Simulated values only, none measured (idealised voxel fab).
Title: Process Module voxel gate over fins
The width of the displayed cross-section, cut, is 255 nm; its cells are square, with a size of 5 nm.
Bands, listed from the top down, are how a cross-section gets written in this document; the cross-section itself is a grid of square cells, and a band is one or more rows of them. First you get the band's top height and its bottom height, in nm, and then the materials it's made of, left to right, with each width in nm. If you see a single material with "all across", that one covers the band edge to edge. "air" is empty space. We count height from 0. Below that, the starting wafer is all one material. The lowest band never ends at the bottom but goes on down; see "z 0 and below" for how that is written. Read "30->40" as a graded width: first number on top, second number at the bottom, same change between each pair of neighbouring rows. The cross-section has no changed cell in any step marked "no change". Empty spaces counting at least 8 cells and having no open way to the top are listed in "Trapped voids". The notation width x height at distance is used for each, the distance being from the left edge and all three values in nm. On each step's line, the part that comes after the settings is the simulator's own comment on the step. For masked steps, "overlay nm" on the step line gives how far right of plan the mask actually lay; a minus sign means it lay to the left.

-- So here's the lineup of process steps we planned
1) RECEIVE: material Si
2) CONFORMAL_DEP: material SiN, thk nm 10
3) MASKED_ETCH: tone cover, mask id FINS, width nm 15, pitch nm 45, etch materials SiN, depth nm 10, overlay nm 0
4) MASKED_ETCH: tone cover, mask id FINS, width nm 15, pitch nm 45, etch materials Si, depth nm 30, overlay nm 0
5) OXIDIZE: depth nm 5
6) FILL_DEP: material SiO2, thk nm 10
7) CMP: height nm 10
8) SELECTIVE_ETCH: etch materials SiO2, depth nm 25
9) STRIP: etch materials SiN
10) CONFORMAL_DEP: material HfO2, thk nm 5
11) CONFORMAL_DEP: material TiN, thk nm 5
12) FILL_DEP: material W, thk nm 15
13) CMP: height nm 20
14) CONFORMAL_DEP: material SiN, thk nm 10

-- Here's what the wafer looked like in cross-section when it arrived - that's after step 1
    z 0 and below: Si all across
    Trapped voids: none

-- Sectioned view, first of two wafers, at the close of the module, processed as intended in the plan
    z 30 to 20: SiN all across
    z 20 to 10: W all across
    z 10 to 5: W 90; TiN 25; W 20; TiN 25; W 95
    z 5 to 0: W 90; TiN 5; HfO2 15; TiN 5; W 20; TiN 5; HfO2 15; TiN 5; W 95
    z 0 to -5: W 90; TiN 5; HfO2 5; Si 5; HfO2 5; TiN 5; W 20; TiN 5; HfO2 5; Si 5; HfO2 5; TiN 5; W 95
    z -5 to -10: TiN 95; HfO2 5; Si 5; HfO2 5; TiN 30; HfO2 5; Si 5; HfO2 5; TiN 100
    z -10 to -15: HfO2 100; Si 5; HfO2 40; Si 5; HfO2 105
    z -15 to -35: SiO2 100; Si 5; SiO2 40; Si 5; SiO2 105
    z -35 and below: Si all across
    Trapped voids: none

-- Wafer two, end of module, cross-section. Same start, same plan as wafer one. One mistake in the run
    z 30 to 20: SiN all across
    z 20 to 10: W all across
    z 10 to 5: TiN 100; W 5; TiN 40; W 5; TiN 105
    z 5 to 0: HfO2 95; TiN 15; HfO2 30; TiN 15; HfO2 100
    z 0 to -5: Si 90; HfO2 25; Si 20; HfO2 25; Si 95
    z -5 and below: Si all across
    Trapped voids: none
Against the plan, the run slipped here: it should be noted that step 3 was executed with settings other than those planned, the operation and settings actually applied being MASKED_ETCH: tone open, mask id FINS, width nm 15, pitch nm 45, etch materials SiN, depth nm 10, overlay nm 0
Counted in cells at the end, the second wafer holds more or fewer of these materials than the first: HfO2: 8 fewer, Si: 333 more, SiO2: 196 fewer, TiN: 8 fewer, W: 121 fewer
